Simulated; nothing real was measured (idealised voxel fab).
You're looking at the process module voxel gate over fins.
cross-section cut | 295 nm wide | cells 5 nm
When this document writes out a cross-section, it uses a grid of square cells and lists it as bands, beginning at the top and moving down, with a band standing for one or more rows of cells. It is stipulated that each band's entry specify, in nanometres, the height of the top of the band and then that of its bottom, followed by the materials of the band in left-to-right sequence, each together with its width in nanometres. A single material marked by the word "full width" is understood to fill the band from edge to edge; the word "blank" is understood to denote empty space. Height reference: 0 = level under which incoming wafer is all one material. Lowest band: no bottom, runs on downward, e.g. "0..down". So if you see something like "30..40" for the width, read it as the top row of the band sitting at the first number and the bottom row at the second, with every row in between moving by the same amount as the last. For the purposes of this document, the phrase "nothing got changed" attached to a step denotes that no cell within the cross-section was modified by that step. "Cavities, sealed" specifies each empty space that is not open to the top and that occupies no fewer than 8 cells, using the form width x height at distance, the distance measured from the left edge and all three quantities in nm. On a step's line, text after the settings is the simulator commenting on that step. For masked steps, "overlay nm" on the step line gives how far right of plan the mask actually lay; a minus sign means it lay to the left.

Process steps (planned)
step 1: RECEIVE: material Si
step 2: CONFORMAL_DEP: material SiN, thk nm 10
step 3: PATTERN: tone cover, mask id FINS, material resist, width nm 15, pitch nm 45, thk nm 15, overlay nm 0
step 4: DIRECTIONAL_ETCH: etch materials SiN, depth nm 10
step 5: DIRECTIONAL_ETCH: etch materials Si, depth nm 40
step 6: STRIP: etch materials resist
step 7: OXIDIZE: depth nm 5
step 8: FILL_DEP: material SiO2, thk nm 15
step 9: CMP: height nm 10
step 10: SELECTIVE_ETCH: etch materials SiO2, depth nm 25
step 11: STRIP: etch materials SiN
step 12: CONFORMAL_DEP: material HfO2, thk nm 5
step 13: CONFORMAL_DEP: material TiN, thk nm 5
step 14: CONFORMAL_DEP: material TiAl, thk nm 5
step 15: CONFORMAL_DEP: material TiN, thk nm 5
step 16: FILL_DEP: material W, thk nm 15
step 17: CMP: height nm 30
step 18: CONFORMAL_DEP: material SiCN, thk nm 5

First wafer, as planned

As received (post step 1): cross-section
- 0..down: Si full width
- Cavities, sealed: none

Cross-sectional representation of the wafer at the conclusion of step 2
- 10..0: SiN full width
- No changes below 0.

Cross-sectional representation of the wafer at the conclusion of step 3
- 25..10: blank=70 | resist=15 | blank=30 | resist=15 | blank=30 | resist=15 | blank=30 | resist=15 | blank=75
- No changes below 10.

Cross-sectional representation of the wafer at the conclusion of step 4
- 25..10: blank=70 | resist=15 | blank=30 | resist=15 | blank=30 | resist=15 | blank=30 | resist=15 | blank=75
- 10..0: blank=70 | SiN=15 | blank=30 | SiN=15 | blank=30 | SiN=15 | blank=30 | SiN=15 | blank=75
- No changes below 0.

Cross-sectional representation of the wafer at the conclusion of step 5
- 25..10: blank=70 | resist=15 | blank=30 | resist=15 | blank=30 | resist=15 | blank=30 | resist=15 | blank=75
- 10..0: blank=70 | SiN=15 | blank=30 | SiN=15 | blank=30 | SiN=15 | blank=30 | SiN=15 | blank=75
- 0..-40: blank=70 | Si=15 | blank=30 | Si=15 | blank=30 | Si=15 | blank=30 | Si=15 | blank=75
- No changes below -40.

Cross-sectional representation of the wafer at the conclusion of step 6
- 10..0: blank=70 | SiN=15 | blank=30 | SiN=15 | blank=30 | SiN=15 | blank=30 | SiN=15 | blank=75
- No changes below 0.

Cross-sectional representation of the wafer at the conclusion of step 7
- 10..0: blank=70 | SiN=15 | blank=30 | SiN=15 | blank=30 | SiN=15 | blank=30 | SiN=15 | blank=75
- 0..-40: blank=70 | SiO2=5 | Si=5 | SiO2=5 | blank=30 | SiO2=5 | Si=5 | SiO2=5 | blank=30 | SiO2=5 | Si=5 | SiO2=5 | blank=30 | SiO2=5 | Si=5 | SiO2=5 | blank=75
- -40..-45: SiO2=75 | Si=5 | SiO2=40 | Si=5 | SiO2=40 | Si=5 | SiO2=40 | Si=5 | SiO2=80
- No changes below -45.

Cross-sectional representation of the wafer at the conclusion of step 8
- 25..10: SiO2 full width
- 10..0: SiO2=70 | SiN=15 | SiO2=30 | SiN=15 | SiO2=30 | SiN=15 | SiO2=30 | SiN=15 | SiO2=75
- 0..-45: SiO2=75 | Si=5 | SiO2=40 | Si=5 | SiO2=40 | Si=5 | SiO2=40 | Si=5 | SiO2=80
- No changes below -45.

Cross-sectional representation of the wafer at the conclusion of step 9
- 10..0: SiO2=70 | SiN=15 | SiO2=30 | SiN=15 | SiO2=30 | SiN=15 | SiO2=30 | SiN=15 | SiO2=75
- No changes below 0.

Cross-sectional representation of the wafer at the conclusion of step 10
- 10..0: blank=70 | SiN=15 | blank=30 | SiN=15 | blank=30 | SiN=15 | blank=30 | SiN=15 | blank=75
- 0..-15: blank=75 | Si=5 | blank=40 | Si=5 | blank=40 | Si=5 | blank=40 | Si=5 | blank=80
- No changes below -15.

Cross-sectional representation of the wafer at the conclusion of step 11
- 0..-15: blank=75 | Si=5 | blank=40 | Si=5 | blank=40 | Si=5 | blank=40 | Si=5 | blank=80
- No changes below -15.

Cross-sectional representation of the wafer at the conclusion of step 12
- 5..0: blank=70 | HfO2=15 | blank=30 | HfO2=15 | blank=30 | HfO2=15 | blank=30 | HfO2=15 | blank=75
- 0..-10: blank=70 | HfO2=5 | Si=5 | HfO2=5 | blank=30 | HfO2=5 | Si=5 | HfO2=5 | blank=30 | HfO2=5 | Si=5 | HfO2=5 | blank=30 | HfO2=5 | Si=5 | HfO2=5 | blank=75
- -10..-15: HfO2=75 | Si=5 | HfO2=40 | Si=5 | HfO2=40 | Si=5 | HfO2=40 | Si=5 | HfO2=80
- No changes below -15.

Cross-sectional representation of the wafer at the conclusion of step 13
- 10..5: blank=65 | TiN=25 | blank=20 | TiN=25 | blank=20 | TiN=25 | blank=20 | TiN=25 | blank=70
- 5..0: blank=65 | TiN=5 | HfO2=15 | TiN=5 | blank=20 | TiN=5 | HfO2=15 | TiN=5 | blank=20 | TiN=5 | HfO2=15 | TiN=5 | blank=20 | TiN=5 | HfO2=15 | TiN=5 | blank=70
- 0..-5: blank=65 | TiN=5 | HfO2=5 | Si=5 | HfO2=5 | TiN=5 | blank=20 | TiN=5 | HfO2=5 | Si=5 | HfO2=5 | TiN=5 | blank=20 | TiN=5 | HfO2=5 | Si=5 | HfO2=5 | TiN=5 | blank=20 | TiN=5 | HfO2=5 | Si=5 | HfO2=5 | TiN=5 | blank=70
- -5..-10: TiN=70 | HfO2=5 | Si=5 | HfO2=5 | TiN=30 | HfO2=5 | Si=5 | HfO2=5 | TiN=30 | HfO2=5 | Si=5 | HfO2=5 | TiN=30 | HfO2=5 | Si=5 | HfO2=5 | TiN=75
- No changes below -10.

Cross-sectional representation of the wafer at the conclusion of step 14
- 15..10: blank=60 | TiAl=35 | blank=10 | TiAl=35 | blank=10 | TiAl=35 | blank=10 | TiAl=35 | blank=65
- 10..5: blank=60 | TiAl=5 | TiN=25 | TiAl=5 | blank=10 | TiAl=5 | TiN=25 | TiAl=5 | blank=10 | TiAl=5 | TiN=25 | TiAl=5 | blank=10 | TiAl=5 | TiN=25 | TiAl=5 | blank=65
- 5..0: blank=60 | TiAl=5 | TiN=5 | HfO2=15 | TiN=5 | TiAl=5 | blank=10 | TiAl=5 | TiN=5 | HfO2=15 | TiN=5 | TiAl=5 | blank=10 | TiAl=5 | TiN=5 | HfO2=15 | TiN=5 | TiAl=5 | blank=10 | TiAl=5 | TiN=5 | HfO2=15 | TiN=5 | TiAl=5 | blank=65
- 0..-5: TiAl=65 | TiN=5 | HfO2=5 | Si=5 | HfO2=5 | TiN=5 | TiAl=20 | TiN=5 | HfO2=5 | Si=5 | HfO2=5 | TiN=5 | TiAl=20 | TiN=5 | HfO2=5 | Si=5 | HfO2=5 | TiN=5 | TiAl=20 | TiN=5 | HfO2=5 | Si=5 | HfO2=5 | TiN=5 | TiAl=70
- No changes below -5.

Cross-sectional representation of the wafer at the conclusion of step 15
- 20..15: blank=55 | TiN=180 | blank=60
- 15..10: blank=55 | TiN=5 | TiAl=35 | TiN=10 | TiAl=35 | TiN=10 | TiAl=35 | TiN=10 | TiAl=35 | TiN=5 | blank=60
- 10..5: blank=55 | TiN=5 | TiAl=5 | TiN=25 | TiAl=5 | TiN=10 | TiAl=5 | TiN=25 | TiAl=5 | TiN=10 | TiAl=5 | TiN=25 | TiAl=5 | TiN=10 | TiAl=5 | TiN=25 | TiAl=5 | TiN=5 | blank=60
- 5..0: TiN=60 | TiAl=5 | TiN=5 | HfO2=15 | TiN=5 | TiAl=5 | TiN=10 | TiAl=5 | TiN=5 | HfO2=15 | TiN=5 | TiAl=5 | TiN=10 | TiAl=5 | TiN=5 | HfO2=15 | TiN=5 | TiAl=5 | TiN=10 | TiAl=5 | TiN=5 | HfO2=15 | TiN=5 | TiAl=5 | TiN=65
- No changes below 0.

Cross-sectional representation of the wafer at the conclusion of step 16
- 35..20: W full width
- 20..15: W=55 | TiN=180 | W=60
- 15..10: W=55 | TiN=5 | TiAl=35 | TiN=10 | TiAl=35 | TiN=10 | TiAl=35 | TiN=10 | TiAl=35 | TiN=5 | W=60
- 10..5: W=55 | TiN=5 | TiAl=5 | TiN=25 | TiAl=5 | TiN=10 | TiAl=5 | TiN=25 | TiAl=5 | TiN=10 | TiAl=5 | TiN=25 | TiAl=5 | TiN=10 | TiAl=5 | TiN=25 | TiAl=5 | TiN=5 | W=60
- No changes below 5.

Cross-sectional representation of the wafer at the conclusion of step 17
- 30..20: W full width
- No changes below 20.

Cross-sectional representation of the wafer at the conclusion of step 18
- 35..30: SiCN full width
- No changes below 30.

Second wafer. Start and plan as for the first. One mistake made in running. Agrees with the first up to and including step 2

Second wafer: cross-section at the scheduled end of step 3
- 25..10: resist=70 | blank=15 | resist=30 | blank=15 | resist=30 | blank=15 | resist=30 | blank=15 | resist=75
- No changes below 10.

Second wafer: cross-section at the scheduled end of step 4
- 25..10: resist=70 | blank=15 | resist=30 | blank=15 | resist=30 | blank=15 | resist=30 | blank=15 | resist=75
- 10..0: SiN=70 | blank=15 | SiN=30 | blank=15 | SiN=30 | blank=15 | SiN=30 | blank=15 | SiN=75
- No changes below 0.

Second wafer: cross-section at the scheduled end of step 5
- 25..10: resist=70 | blank=15 | resist=30 | blank=15 | resist=30 | blank=15 | resist=30 | blank=15 | resist=75
- 10..0: SiN=70 | blank=15 | SiN=30 | blank=15 | SiN=30 | blank=15 | SiN=30 | blank=15 | SiN=75
- 0..-40: Si=70 | blank=15 | Si=30 | blank=15 | Si=30 | blank=15 | Si=30 | blank=15 | Si=75
- No changes below -40.

Second wafer: cross-section at the scheduled end of step 6
- 10..0: SiN=70 | blank=15 | SiN=30 | blank=15 | SiN=30 | blank=15 | SiN=30 | blank=15 | SiN=75
- No changes below 0.

Second wafer: cross-section at the scheduled end of step 7
- 10..0: SiN=70 | blank=15 | SiN=30 | blank=15 | SiN=30 | blank=15 | SiN=30 | blank=15 | SiN=75
- 0..-40: Si=65 | SiO2=5 | blank=15 | SiO2=5 | Si=20 | SiO2=5 | blank=15 | SiO2=5 | Si=20 | SiO2=5 | blank=15 | SiO2=5 | Si=20 | SiO2=5 | blank=15 | SiO2=5 | Si=70
- -40..-45: Si=65 | SiO2=25 | Si=20 | SiO2=25 | Si=20 | SiO2=25 | Si=20 | SiO2=25 | Si=70
- No changes below -45.

Second wafer: cross-section at the scheduled end of step 8
- 25..10: SiO2 full width
- 10..0: SiN=70 | SiO2=15 | SiN=30 | SiO2=15 | SiN=30 | SiO2=15 | SiN=30 | SiO2=15 | SiN=75
- 0..-45: Si=65 | SiO2=25 | Si=20 | SiO2=25 | Si=20 | SiO2=25 | Si=20 | SiO2=25 | Si=70
- No changes below -45.

Second wafer: cross-section at the scheduled end of step 9
- 10..0: SiN=70 | SiO2=15 | SiN=30 | SiO2=15 | SiN=30 | SiO2=15 | SiN=30 | SiO2=15 | SiN=75
- No changes below 0.

Second wafer: cross-section at the scheduled end of step 10
- 10..0: SiN=70 | blank=15 | SiN=30 | blank=15 | SiN=30 | blank=15 | SiN=30 | blank=15 | SiN=75
- 0..-15: Si=65 | blank=25 | Si=20 | blank=25 | Si=20 | blank=25 | Si=20 | blank=25 | Si=70
- No changes below -15.

Second wafer: cross-section at the scheduled end of step 11
- 0..-15: Si=65 | blank=25 | Si=20 | blank=25 | Si=20 | blank=25 | Si=20 | blank=25 | Si=70
- No changes below -15.

Second wafer: cross-section at the scheduled end of step 12
- 5..0: HfO2=70 | blank=15 | HfO2=30 | blank=15 | HfO2=30 | blank=15 | HfO2=30 | blank=15 | HfO2=75
- 0..-10: Si=65 | HfO2=5 | blank=15 | HfO2=5 | Si=20 | HfO2=5 | blank=15 | HfO2=5 | Si=20 | HfO2=5 | blank=15 | HfO2=5 | Si=20 | HfO2=5 | blank=15 | HfO2=5 | Si=70
- -10..-15: Si=65 | HfO2=25 | Si=20 | HfO2=25 | Si=20 | HfO2=25 | Si=20 | HfO2=25 | Si=70
- No changes below -15.

Second wafer: cross-section at the scheduled end of step 13
- 10..5: TiN=75 | blank=5 | TiN=40 | blank=5 | TiN=40 | blank=5 | TiN=40 | blank=5 | TiN=80
- 5..0: HfO2=70 | TiN=5 | blank=5 | TiN=5 | HfO2=30 | TiN=5 | blank=5 | TiN=5 | HfO2=30 | TiN=5 | blank=5 | TiN=5 | HfO2=30 | TiN=5 | blank=5 | TiN=5 | HfO2=75
- 0..-5: Si=65 | HfO2=5 | TiN=5 | blank=5 | TiN=5 | HfO2=5 | Si=20 | HfO2=5 | TiN=5 | blank=5 | TiN=5 | HfO2=5 | Si=20 | HfO2=5 | TiN=5 | blank=5 | TiN=5 | HfO2=5 | Si=20 | HfO2=5 | TiN=5 | blank=5 | TiN=5 | HfO2=5 | Si=70
- -5..-10: Si=65 | HfO2=5 | TiN=15 | HfO2=5 | Si=20 | HfO2=5 | TiN=15 | HfO2=5 | Si=20 | HfO2=5 | TiN=15 | HfO2=5 | Si=20 | HfO2=5 | TiN=15 | HfO2=5 | Si=70
- No changes below -10.

Second wafer: cross-section at the scheduled end of step 14
- 15..10: TiAl full width
- 10..5: TiN=75 | TiAl=5 | TiN=40 | TiAl=5 | TiN=40 | TiAl=5 | TiN=40 | TiAl=5 | TiN=80
- 5..0: HfO2=70 | TiN=5 | TiAl=5 | TiN=5 | HfO2=30 | TiN=5 | TiAl=5 | TiN=5 | HfO2=30 | TiN=5 | TiAl=5 | TiN=5 | HfO2=30 | TiN=5 | TiAl=5 | TiN=5 | HfO2=75
- 0..-5: Si=65 | HfO2=5 | TiN=5 | TiAl=5 | TiN=5 | HfO2=5 | Si=20 | HfO2=5 | TiN=5 | TiAl=5 | TiN=5 | HfO2=5 | Si=20 | HfO2=5 | TiN=5 | TiAl=5 | TiN=5 | HfO2=5 | Si=20 | HfO2=5 | TiN=5 | TiAl=5 | TiN=5 | HfO2=5 | Si=70
- No changes below -5.

Second wafer: cross-section at the scheduled end of step 15
- 20..15: TiN full width
- No changes below 15.

Second wafer: cross-section at the scheduled end of step 16
- 35..20: W full width
- No changes below 20.

Second wafer: cross-section at the scheduled end of step 17
- 30..20: W full width
- No changes below 20.

Second wafer: cross-section at the scheduled end of step 18
- 35..30: SiCN full width
- No changes below 30.
Misprocessing identified: heads up, step 3 didn't go per plan, it actually ran as PATTERN: tone open, mask id FINS, material resist, width nm 15, pitch nm 45, thk nm 15, overlay nm 0
Final cells, second wafer relative to first, materials higher or lower: +315 Si; -210 SiO2; -12 TiAl; -24 TiN; -69 W
